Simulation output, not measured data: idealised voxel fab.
Presented below is a process module, voxel fin reveal.
Displayed cross-section: cut, width of 245 nm, square cells sized 5 nm.
Cross-section = grid of square cells, listed top down in bands; band = one or more rows. Heads up on the band format: heights come first, top then bottom, in nm. After that it's the materials left to right, each with its width in nm. A single material flagged "throughout" fills the whole band edge to edge, and "air" means there's empty space there. Height reference: 0 = level under which incoming wafer is all one material. Lowest band: no bottom, runs on downward, e.g. "z 0 and below". The notation "30..40" denotes a width that varies across the rows of cells in the band, beginning at the first number in the top row, finishing at the second number in the bottom row, and changing by an identical amount from each row to the next. "same as before", as given for a step, is the statement that not any cell of the cross-section underwent a change during that step. Empty spaces without an open route to the top, at least 8 cells in extent, make up the entry "Sealed-off cavities"; each is given as width x height at distance, where the distance is measured from the left edge, and all are in nm. The remark found on a step's line after its settings is issued by the simulator itself and pertains to that step. "overlay nm" denotes, for a step that has a mask, the displacement of the mask to the right of its planned place, with negative values corresponding to the left.

SET OUT BELOW ARE THE PLANNED STEPS OF THE PROCESS
1 RECEIVE: material Si
2 CONFORMAL_DEP: material SiN, thk nm 5
3 MASKED_ETCH: tone cover, mask id FINS, width nm 15, pitch nm 45, etch materials SiN, depth nm 5, overlay nm 0
4 MASKED_ETCH: tone cover, mask id FINS, width nm 15, pitch nm 45, etch materials Si, depth nm 30, overlay nm 0
5 OXIDIZE: depth nm 5
6 FILL_DEP: material SiO2, thk nm 10
7 CMP: height nm -5
8 SELECTIVE_ETCH: etch materials SiO2, depth nm 20
9 STRIP: etch materials SiN
10 CONFORMAL_DEP: material HfO2, thk nm 5
Variable across wafers: step 7 height nm (plan value is that of the first wafer; starting state common to all).

FIRST WAFER OF SEVERAL, AS RECEIVED: CROSS-SECTION AFTER STEP 1
- z 0 and below: Si throughout
- Sealed-off cavities: none

ROWS = WAFERS. AT MODULE END, EACH ROW LISTS PER MATERIAL THE CELLS GAINED (+) OR LOST (-) SINCE THE WAFER WAS RECEIVED, THEN THE CLOSED VOIDS
height nm -5, +73 HfO2, -325 Si, +92 SiO2, Sealed-off cavities: none
height nm 0, +73 HfO2, -322 Si, +138 SiO2, Sealed-off cavities: none
height nm 5, +67 HfO2, -322 Si, +184 SiO2, Sealed-off cavities: none
height nm 10, +61 HfO2, -322 Si, +230 SiO2, Sealed-off cavities: none
height nm 15, +55 HfO2, -322 Si, +276 SiO2, Sealed-off cavities: none
